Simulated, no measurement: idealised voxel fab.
The following process module bears the name voxel air gaps.
Xsec cut, 250 nm wide, square cell size 5 nm.
Cross-section, as written here: a square-cell grid given band by band from the top down, where a band holds one or more rows of cells.
It is stipulated that each band's entry specify, in nanometres, the height of the top of the band and then that of its bottom, followed by the materials of the band in left-to-right sequence, each together with its width in nanometres. A single material marked by the word "everywhere" is understood to fill the band from edge to edge; the word "air" is understood to denote empty space.
Zero point of the height axis is 0; under it, received wafer = one material. Lowest band: continues down indefinitely, "0 down".
Quick explanation for "30 to 40": the width changes in equal steps down the rows of cells, from the first number in the band's top row to the second number in its bottom row.
The designation "no change", where it is given for a processing step, indicates that no cell of the cross-section was altered in the course of that step.
In "Enclosed internal cavities" the enclosed voids are listed, meaning empty spaces of 8 cells or larger without any opening to the top. The form is width x height at distance, distance from the left edge, units nm.
Anything after a step's settings on that line? It's the simulator's own note about the step.
For masked steps, "overlay nm" on the step line gives how far right of plan the mask actually lay; a minus sign means it lay to the left.
# So here's the lineup of process steps we planned
1,RECEIVE | material Si
2,CONFORMAL_DEP | material SiO2 | thk nm 15
3,CONFORMAL_DEP | material SiN | thk nm 5
4,DIRECTIONAL_DEP | material SiO2 | thk nm 35
5,MASKED_ETCH | tone open | mask id LINES | width nm 25 | pitch nm 55 | etch materials SiO2 | depth nm 35 | overlay nm 0
6,CONFORMAL_DEP | material TiN | thk nm 5
7,FILL_DEP | material Cu | thk nm 5
8,CMP | height nm 55
9,EPI | material Ru | thk nm 10
10,SELECTIVE_ETCH | etch materials SiO2 | depth nm 45
11,CONFORMAL_DEP | material SiCN | thk nm 5
# First wafer of two (run as planned)
# Cross-section of the wafer as it came to us, i.e., already through step 1
	0 down  Si everywhere
	Enclosed internal cavities: none
# Step 2 done - wafer cross-section
	15 to 0  SiO2 everywhere
	below 0: unchanged
# Step 3 done - wafer cross-section
	20 to 15  SiN everywhere
	below 15: unchanged
# Step 4 done - wafer cross-section
	55 to 20  SiO2 everywhere
	below 20: unchanged
# Step 5 done - wafer cross-section
	55 to 20  55 of SiO2, then 25 of air, then 30 of SiO2, then 25 of air, then 30 of SiO2, then 25 of air, then 60 of SiO2
	below 20: unchanged
# Step 6 done - wafer cross-section
	60 to 55  60 of TiN, then 15 of air, then 40 of TiN, then 15 of air, then 40 of TiN, then 15 of air, then 65 of TiN
	55 to 25  55 of SiO2, then 5 of TiN, then 15 of air, then 5 of TiN, then 30 of SiO2, then 5 of TiN, then 15 of air, then 5 of TiN, then 30 of SiO2, then 5 of TiN, then 15 of air, then 5 of TiN, then 60 of SiO2
	25 to 20  55 of SiO2, then 25 of TiN, then 30 of SiO2, then 25 of TiN, then 30 of SiO2, then 25 of TiN, then 60 of SiO2
	below 20: unchanged
# Step 7 done - wafer cross-section
	65 to 60  Cu everywhere
	60 to 55  60 of TiN, then 15 of Cu, then 40 of TiN, then 15 of Cu, then 40 of TiN, then 15 of Cu, then 65 of TiN
	55 to 25  55 of SiO2, then 5 of TiN, then 15 of Cu, then 5 of TiN, then 30 of SiO2, then 5 of TiN, then 15 of Cu, then 5 of TiN, then 30 of SiO2, then 5 of TiN, then 15 of Cu, then 5 of TiN, then 60 of SiO2
	below 25: unchanged
# Step 8 done - wafer cross-section
	55 to 25  55 of SiO2, then 5 of TiN, then 15 of Cu, then 5 of TiN, then 30 of SiO2, then 5 of TiN, then 15 of Cu, then 5 of TiN, then 30 of SiO2, then 5 of TiN, then 15 of Cu, then 5 of TiN, then 60 of SiO2
	below 25: unchanged
# Step 9 done - wafer cross-section
	65 to 55  45 of air, then 45 of Ru, then 10 of air, then 45 of Ru, then 10 of air, then 45 of Ru, then 50 of air
	below 55: unchanged
# Step 10 done - wafer cross-section
	65 to 55  45 of air, then 45 of Ru, then 10 of air, then 45 of Ru, then 10 of air, then 45 of Ru, then 50 of air
	55 to 25  55 of air, then 5 of TiN, then 15 of Cu, then 5 of TiN, then 30 of air, then 5 of TiN, then 15 of Cu, then 5 of TiN, then 30 of air, then 5 of TiN, then 15 of Cu, then 5 of TiN, then 60 of air
	25 to 20  55 of air, then 25 of TiN, then 30 of air, then 25 of TiN, then 30 of air, then 25 of TiN, then 60 of air
	below 20: unchanged
# Step 11 done - wafer cross-section
	70 to 65  40 of air, then 165 of SiCN, then 45 of air
	65 to 55  40 of air, then 5 of SiCN, then 45 of Ru, then 10 of SiCN, then 45 of Ru, then 10 of SiCN, then 45 of Ru, then 5 of SiCN, then 45 of air
	55 to 50  40 of air, then 15 of SiCN, then 5 of TiN, then 15 of Cu, then 5 of TiN, then 30 of SiCN, then 5 of TiN, then 15 of Cu, then 5 of TiN, then 30 of SiCN, then 5 of TiN, then 15 of Cu, then 5 of TiN, then 15 of SiCN, then 45 of air
	50 to 25  50 of air, then 5 of SiCN, then 5 of TiN, then 15 of Cu, then 5 of TiN, then 5 of SiCN, then 20 of air, then 5 of SiCN, then 5 of TiN, then 15 of Cu, then 5 of TiN, then 5 of SiCN, then 20 of air, then 5 of SiCN, then 5 of TiN, then 15 of Cu, then 5 of TiN, then 5 of SiCN, then 55 of air
	25 to 20  55 of SiCN, then 25 of TiN, then 30 of SiCN, then 25 of TiN, then 30 of SiCN, then 25 of TiN, then 60 of SiCN
	below 20: unchanged
	Enclosed internal cavities: 20 x 25 at 85; 20 x 25 at 140
# Second wafer, same starting conditions and recipe as the first, one mistake in executing it, nothing differs from the first up to and including step 4
# The second wafer in cross-section, at the planned close of step 5
	55 to 20  60 of SiO2, then 20 of air, then 35 of SiO2, then 20 of air, then 35 of SiO2, then 20 of air, then 60 of SiO2
	below 20: unchanged
# The second wafer in cross-section, at the planned close of step 6
	60 to 55  65 of TiN, then 10 of air, then 45 of TiN, then 10 of air, then 45 of TiN, then 10 of air, then 65 of TiN
	55 to 25  60 of SiO2, then 5 of TiN, then 10 of air, then 5 of TiN, then 35 of SiO2, then 5 of TiN, then 10 of air, then 5 of TiN, then 35 of SiO2, then 5 of TiN, then 10 of air, then 5 of TiN, then 60 of SiO2
	25 to 20  60 of SiO2, then 20 of TiN, then 35 of SiO2, then 20 of TiN, then 35 of SiO2, then 20 of TiN, then 60 of SiO2
	below 20: unchanged
# The second wafer in cross-section, at the planned close of step 7
	65 to 60  Cu everywhere
	60 to 55  65 of TiN, then 10 of Cu, then 45 of TiN, then 10 of Cu, then 45 of TiN, then 10 of Cu, then 65 of TiN
	55 to 25  60 of SiO2, then 5 of TiN, then 10 of Cu, then 5 of TiN, then 35 of SiO2, then 5 of TiN, then 10 of Cu, then 5 of TiN, then 35 of SiO2, then 5 of TiN, then 10 of Cu, then 5 of TiN, then 60 of SiO2
	below 25: unchanged
# The second wafer in cross-section, at the planned close of step 8
	55 to 25  60 of SiO2, then 5 of TiN, then 10 of Cu, then 5 of TiN, then 35 of SiO2, then 5 of TiN, then 10 of Cu, then 5 of TiN, then 35 of SiO2, then 5 of TiN, then 10 of Cu, then 5 of TiN, then 60 of SiO2
	below 25: unchanged
# The second wafer in cross-section, at the planned close of step 9
	65 to 55  50 of air, then 40 of Ru, then 15 of air, then 40 of Ru, then 15 of air, then 40 of Ru, then 50 of air
	below 55: unchanged
# The second wafer in cross-section, at the planned close of step 10
	65 to 55  50 of air, then 40 of Ru, then 15 of air, then 40 of Ru, then 15 of air, then 40 of Ru, then 50 of air
	55 to 25  60 of air, then 5 of TiN, then 10 of Cu, then 5 of TiN, then 35 of air, then 5 of TiN, then 10 of Cu, then 5 of TiN, then 35 of air, then 5 of TiN, then 10 of Cu, then 5 of TiN, then 60 of air
	25 to 20  60 of air, then 20 of TiN, then 35 of air, then 20 of TiN, then 35 of air, then 20 of TiN, then 60 of air
	below 20: unchanged
# The second wafer in cross-section, at the planned close of step 11
	70 to 65  45 of air, then 50 of SiCN, then 5 of air, then 50 of SiCN, then 5 of air, then 50 of SiCN, then 45 of air
	65 to 55  45 of air, then 5 of SiCN, then 40 of Ru, then 5 of SiCN, then 5 of air, then 5 of SiCN, then 40 of Ru, then 5 of SiCN, then 5 of air, then 5 of SiCN, then 40 of Ru, then 5 of SiCN, then 45 of air
	55 to 50  45 of air, then 15 of SiCN, then 5 of TiN, then 10 of Cu, then 5 of TiN, then 15 of SiCN, then 5 of air, then 15 of SiCN, then 5 of TiN, then 10 of Cu, then 5 of TiN, then 15 of SiCN, then 5 of air, then 15 of SiCN, then 5 of TiN, then 10 of Cu, then 5 of TiN, then 15 of SiCN, then 45 of air
	50 to 25  55 of air, then 5 of SiCN, then 5 of TiN, then 10 of Cu, then 5 of TiN, then 5 of SiCN, then 25 of air, then 5 of SiCN, then 5 of TiN, then 10 of Cu, then 5 of TiN, then 5 of SiCN, then 25 of air, then 5 of SiCN, then 5 of TiN, then 10 of Cu, then 5 of TiN, then 5 of SiCN, then 55 of air
	25 to 20  60 of SiCN, then 20 of TiN, then 35 of SiCN, then 20 of TiN, then 35 of SiCN, then 20 of TiN, then 60 of SiCN
	below 20: unchanged
Here's what went sideways: the process deviated at step 5: the operation and settings actually run there were MASKED_ETCH | tone open | mask id LINES | width nm 20 | pitch nm 55 | etch materials SiO2 | depth nm 35 | overlay nm 0
End of process, cell counts, second wafer against first, materials with more or fewer: Cu: 18 fewer, Ru: 6 fewer, TiN: 3 fewer
Wafer, first: 2 closed voids at end. Wafer, second: 0.
